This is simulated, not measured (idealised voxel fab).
You're looking at the process module voxel transistor to metal.
The width of the displayed cross-section, cut, is 160 nm; its cells are square, with a size of 5 nm.
This document writes a cross-section as a grid whose cells are square, and gives it as bands, listed from the top down; one or more rows of cells form a band. In this notation a band is specified by the heights of its top and bottom, in that order and in nm, after which its materials appear from left to right, each paired with its width in nm. The word "throughout" attached to a single material means that material fills the band from edge to edge; the word "blank" stands for empty space. Height datum 0, below which the as-received substrate wafer is one material. Lowest band open at the bottom, running downward: "0 down". It should be noted that a width expressed as "30->40" varies in equal increments from row to row of cells within the band, taking the value of the first number at the top row and that of the second number at the bottom row. "no alteration" (step): cross-section cells unchanged, all of them. Each empty space that has no open way to the top and spans at least 8 cells appears under "Completely enclosed voids" as width x height at distance, the distance counted from the left edge, all in nm. What comes after the settings on a step's line is commentary from the simulator itself on that step. overlay nm: on a step with a mask, how far right of its planned place the mask lay; negative means left.

LISTED BELOW ARE THE PROCESS STEPS AS PLANNED
1. RECEIVE | material Si
2. CONFORMAL_DEP | material SiO2 | thk nm 5
3. CONFORMAL_DEP | material SiN | thk nm 10
4. MASKED_ETCH | tone cover | mask id ACTIVE | width nm 110 | etch materials SiN | depth nm 10 | overlay nm 0
5. MASKED_ETCH | tone cover | mask id ACTIVE | width nm 110 | etch materials SiO2 | depth nm 5 | overlay nm 0
6. MASKED_ETCH | tone cover | mask id ACTIVE | width nm 110 | etch materials Si | depth nm 35 | overlay nm 0
7. OXIDIZE | depth nm 5
8. FILL_DEP | material SiO2 | thk nm 5
9. CMP | height nm 15
10. SELECTIVE_ETCH | etch materials SiO2 | depth nm 10
11. STRIP | etch materials SiN
12. SELECTIVE_ETCH | etch materials SiO2 | depth nm 5
13. OXIDIZE | depth nm 5
14. DIRECTIONAL_DEP | material polySi | thk nm 20
15. DIRECTIONAL_DEP | material SiCN | thk nm 10
16. MASKED_ETCH | tone cover | mask id GATE | width nm 20 | etch materials SiCN | depth nm 20 | overlay nm 0
17. MASKED_ETCH | tone cover | mask id GATE | width nm 20 | etch materials polySi | depth nm 30 | overlay nm 0
18. CONFORMAL_DEP | material SiN | thk nm 10
19. DIRECTIONAL_ETCH | etch materials SiN | depth nm 10
20. DIRECTIONAL_ETCH | etch materials SiO2 | depth nm 5
21. DIRECTIONAL_ETCH | etch materials Si | depth nm 10
22. EPI | material nSi | thk nm 10
23. FILL_DEP | material SiO2 | thk nm 10
24. CMP | height nm 30
25. DIRECTIONAL_DEP | material SiO2 | thk nm 15
26. MASKED_ETCH | tone open | mask id CONTACT | width nm 30 | pitch nm 60 | etch materials SiO2 | depth nm 50 | overlay nm 0
27. CONFORMAL_DEP | material TiN | thk nm 5
28. FILL_DEP | material W | thk nm 10
29. CMP | height nm 45
30. DIRECTIONAL_DEP | material TiN | thk nm 5
31. DIRECTIONAL_DEP | material W | thk nm 25
32. PATTERN | tone cover | mask id METAL_1 | material resist | width nm 20 | pitch nm 70 | thk nm 15 | overlay nm 0
33. DIRECTIONAL_ETCH | etch materials W | depth nm 25
34. DIRECTIONAL_ETCH | etch materials TiN | depth nm 5
35. STRIP | etch materials resist
36. CONFORMAL_DEP | material SiCN | thk nm 5
37. FILL_DEP | material SiO2 | thk nm 5
38. CMP | height nm 75
39. CONFORMAL_DEP | material SiCN | thk nm 5

RECEIVED-STATE CROSS-SECTION, REFLECTING COMPLETION OF STEP 1
- 0 down = Si throughout
- Completely enclosed voids: none

CROSS-SECTION: FIRST OF TWO WAFERS, MODULE FINISHED, RUN ACCORDING TO PLAN
- 80 to 75 = SiCN throughout
- 75 to 50 = SiO2 30 nm  SiCN 5 nm  W 20 nm  SiCN 5 nm  SiO2 40 nm  SiCN 5 nm  W 20 nm  SiCN 5 nm  SiO2 30 nm
- 50 to 45 = SiCN 35 nm  TiN 20 nm  SiCN 50 nm  TiN 20 nm  SiCN 35 nm
- 45 to 35 = SiO2 35 nm  TiN 5 nm  W 20 nm  TiN 5 nm  SiO2 30 nm  TiN 5 nm  W 20 nm  TiN 5 nm  SiO2 35 nm
- 35 to 30 = SiO2 35 nm  TiN 5 nm  W 15 nm  TiN 10 nm  SiO2 30 nm  TiN 10 nm  W 15 nm  TiN 5 nm  SiO2 35 nm
- 30 to 20 = SiO2 35 nm  TiN 5 nm  W 15 nm  TiN 5 nm  SiN 10 nm  SiCN 20 nm  SiN 10 nm  TiN 5 nm  W 15 nm  TiN 5 nm  SiO2 35 nm
- 20 to 10 = SiO2 35 nm  TiN 5 nm  W 15 nm  TiN 5 nm  SiN 10 nm  polySi 20 nm  SiN 10 nm  TiN 5 nm  W 15 nm  TiN 5 nm  SiO2 35 nm
- 10 to 5 = SiO2 35 nm  TiN 5 nm  W 5 nm  TiN 15 nm  SiN 10 nm  polySi 20 nm  SiN 10 nm  TiN 15 nm  W 5 nm  TiN 5 nm  SiO2 35 nm
- 5 to 0 = SiO2 35 nm  TiN 5 nm  W 5 nm  TiN 5 nm  nSi 10 nm  SiN 10 nm  polySi 20 nm  SiN 10 nm  nSi 10 nm  TiN 5 nm  W 5 nm  TiN 5 nm  SiO2 35 nm
- 0 to -5 = SiO2 35 nm  TiN 15 nm  nSi 10 nm  SiO2 40 nm  nSi 10 nm  TiN 15 nm  SiO2 35 nm
- -5 to -15 = SiO2 30 nm  nSi 30 nm  Si 40 nm  nSi 30 nm  SiO2 30 nm
- -15 to -40 = SiO2 30 nm  Si 100 nm  SiO2 30 nm
- -40 down = Si throughout
- Completely enclosed voids: none

WAFER TWO (OF TWO), END-OF-MODULE CROSS-SECTION: START = WAFER ONE, PLAN = WAFER ONE, ONE RUN MISTAKE
- 80 to 75 = SiCN throughout
- 75 to 50 = SiO2 30 nm  SiCN 5 nm  W 20 nm  SiCN 5 nm  SiO2 40 nm  SiCN 5 nm  W 20 nm  SiCN 5 nm  SiO2 30 nm
- 50 to 45 = SiCN 35 nm  TiN 20 nm  SiCN 50 nm  TiN 20 nm  SiCN 35 nm
- 45 to 35 = SiO2 30 nm  TiN 5 nm  W 30 nm  TiN 5 nm  SiO2 20 nm  TiN 5 nm  W 30 nm  TiN 5 nm  SiO2 30 nm
- 35 to 30 = SiO2 30 nm  TiN 5 nm  W 20 nm  TiN 15 nm  SiO2 20 nm  TiN 15 nm  W 20 nm  TiN 5 nm  SiO2 30 nm
- 30 to 20 = SiO2 30 nm  TiN 5 nm  W 20 nm  TiN 5 nm  SiN 10 nm  SiCN 20 nm  SiN 10 nm  TiN 5 nm  W 20 nm  TiN 5 nm  SiO2 30 nm
- 20 to 10 = SiO2 30 nm  TiN 5 nm  W 20 nm  TiN 5 nm  SiN 10 nm  polySi 20 nm  SiN 10 nm  TiN 5 nm  W 20 nm  TiN 5 nm  SiO2 30 nm
- 10 to 5 = SiO2 30 nm  TiN 5 nm  W 10 nm  TiN 15 nm  SiN 10 nm  polySi 20 nm  SiN 10 nm  TiN 15 nm  W 10 nm  TiN 5 nm  SiO2 30 nm
- 5 to 0 = SiO2 30 nm  TiN 5 nm  W 10 nm  TiN 5 nm  nSi 10 nm  SiN 10 nm  polySi 20 nm  SiN 10 nm  nSi 10 nm  TiN 5 nm  W 10 nm  TiN 5 nm  SiO2 30 nm
- 0 to -5 = SiO2 30 nm  TiN 20 nm  nSi 10 nm  SiO2 40 nm  nSi 10 nm  TiN 20 nm  SiO2 30 nm
- -5 to -15 = SiO2 30 nm  nSi 30 nm  Si 40 nm  nSi 30 nm  SiO2 30 nm
- -15 to -40 = SiO2 30 nm  Si 100 nm  SiO2 30 nm
- -40 down = Si throughout
- Completely enclosed voids: none
What was the processing mistake? for step 26, the planned setting was not used; the step was instead run as MASKED_ETCH | tone open | mask id CONTACT | width nm 40 | pitch nm 60 | etch materials SiO2 | depth nm 50 | overlay nm 0
End check, counted in cells, second wafer has more or fewer of these materials than the first: SiO2 -26; TiN +4; W +22
